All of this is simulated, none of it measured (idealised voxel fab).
Documented hereafter: the process module known as voxel self aligned contacts.
We display cut, a cross-section 260 nm in width whose square cells are each 5 nm.
Bands, listed from the top down, are how a cross-section gets written in this document; the cross-section itself is a grid of square cells, and a band is one or more rows of them.
Each band's line starts with the height of the band's top and of its bottom, in nm. Then come its materials from left to right, each with its width in nm. One material with "everywhere" fills the band from edge to edge. "air" is empty space.
Zero point of the height axis is 0; under it, received wafer = one material. Lowest band: continues down indefinitely, "top 0, no bottom".
Note: "30 to 40" means the width goes from the first number (top row of the band) to the second number (bottom row) in equal steps per row of cells.
"no modification" -> step changed no cross-section cell.
In "closed voids" the enclosed voids are listed, meaning empty spaces of 8 cells or larger without any opening to the top. The form is width x height at distance, distance from the left edge, units nm.
If you see something after the settings on a step's line, that's the simulator's own remark about that step.
"overlay nm", when on a step's line for a step with a mask, measures how far to the right of its planned place the mask lay; a negative measure means to the left.
## Listed below are the process steps as planned
1: RECEIVE,material Si
2: OXIDIZE,depth nm 5
3: DIRECTIONAL_DEP,material polySi,thk nm 25
4: DIRECTIONAL_DEP,material SiN,thk nm 25
5: MASKED_ETCH,tone cover,mask id GATE,width nm 30,pitch nm 75,etch materials SiN,depth nm 25,overlay nm 0
6: MASKED_ETCH,tone cover,mask id GATE,width nm 30,pitch nm 75,etch materials polySi,depth nm 25,overlay nm 0
7: CONFORMAL_DEP,material SiN,thk nm 10
8: DIRECTIONAL_ETCH,etch materials SiN,depth nm 10
9: FILL_DEP,material SiO2,thk nm 15
10: CMP,height nm 60
11: DIRECTIONAL_DEP,material aC,thk nm 10
12: PATTERN,tone open,mask id CONTACT,material resist,width nm 55,pitch nm 75,thk nm 30,overlay nm 0
13: DIRECTIONAL_ETCH,etch materials aC,depth nm 10
14: STRIP,etch materials resist
15: DIRECTIONAL_ETCH,etch materials SiO2,depth nm 65
16: STRIP,etch materials aC
17: CONFORMAL_DEP,material TiN,thk nm 5
18: FILL_DEP,material Ru,thk nm 10
19: CMP,height nm 60
20: CONFORMAL_DEP,material SiCN,thk nm 5
## As received (post step 1): cross-section
> top 0, no bottom | Si everywhere
> closed voids: none
## Post-module cross-section of the first of two wafers (run per plan)
> top 65, bottom 60 | SiCN everywhere
> top 60, bottom 50 | SiO2 65 / TiN 5 to 20 / Ru 45 to 15 / TiN 5 to 20 / SiO2 20 / TiN 5 to 20 / Ru 45 to 15 / TiN 5 to 20 / SiO2 65
> top 50, bottom 25 | SiO2 30 / SiN 50 / TiN 5 / Ru 15 / TiN 5 / SiN 50 / TiN 5 / Ru 15 / TiN 5 / SiN 50 / SiO2 30
> top 25, bottom 0 | SiO2 30 / SiN 10 / polySi 30 / SiN 10 / TiN 5 / Ru 15 / TiN 5 / SiN 10 / polySi 30 / SiN 10 / TiN 5 / Ru 15 / TiN 5 / SiN 10 / polySi 30 / SiN 10 / SiO2 30
> top 0, bottom -5 | SiO2 80 / TiN 25 / SiO2 50 / TiN 25 / SiO2 80
> top -5, no bottom | Si everywhere
> closed voids: none
## Same start, same plan as the first wafer - but one mistake in the run. Cross-section of the second of the two at the end of the module
> top 65, bottom 60 | SiCN everywhere
> top 60, bottom 50 | SiO2 65 / TiN 5 to 20 / Ru 45 to 15 / TiN 5 to 20 / SiO2 20 / TiN 5 to 20 / Ru 45 to 15 / TiN 5 to 20 / SiO2 65
> top 50, bottom 25 | SiO2 30 / SiN 50 / TiN 5 / Ru 15 / TiN 5 / SiN 50 / TiN 5 / Ru 15 / TiN 5 / SiN 50 / SiO2 30
> top 25, bottom 10 | SiO2 30 / SiN 10 / polySi 30 / SiN 10 / TiN 5 / Ru 15 / TiN 5 / SiN 10 / polySi 30 / SiN 10 / TiN 5 / Ru 15 / TiN 5 / SiN 10 / polySi 30 / SiN 10 / SiO2 30
> top 10, bottom 5 | SiO2 30 / SiN 10 / polySi 30 / SiN 10 / TiN 25 / SiN 10 / polySi 30 / SiN 10 / TiN 25 / SiN 10 / polySi 30 / SiN 10 / SiO2 30
> top 5, bottom 0 | SiO2 30 / SiN 10 / polySi 30 / SiN 10 / SiO2 25 / SiN 10 / polySi 30 / SiN 10 / SiO2 25 / SiN 10 / polySi 30 / SiN 10 / SiO2 30
> top 0, bottom -5 | SiO2 everywhere
> top -5, no bottom | Si everywhere
> closed voids: none
Finding, execution versus plan: for step 15, the planned setting was not used; the step was instead run as DIRECTIONAL_ETCH,etch materials SiO2,depth nm 55
The final cell counts differ between the wafers, with the second having more or fewer of some materials than the first: Ru -12; SiO2 +20; TiN -8
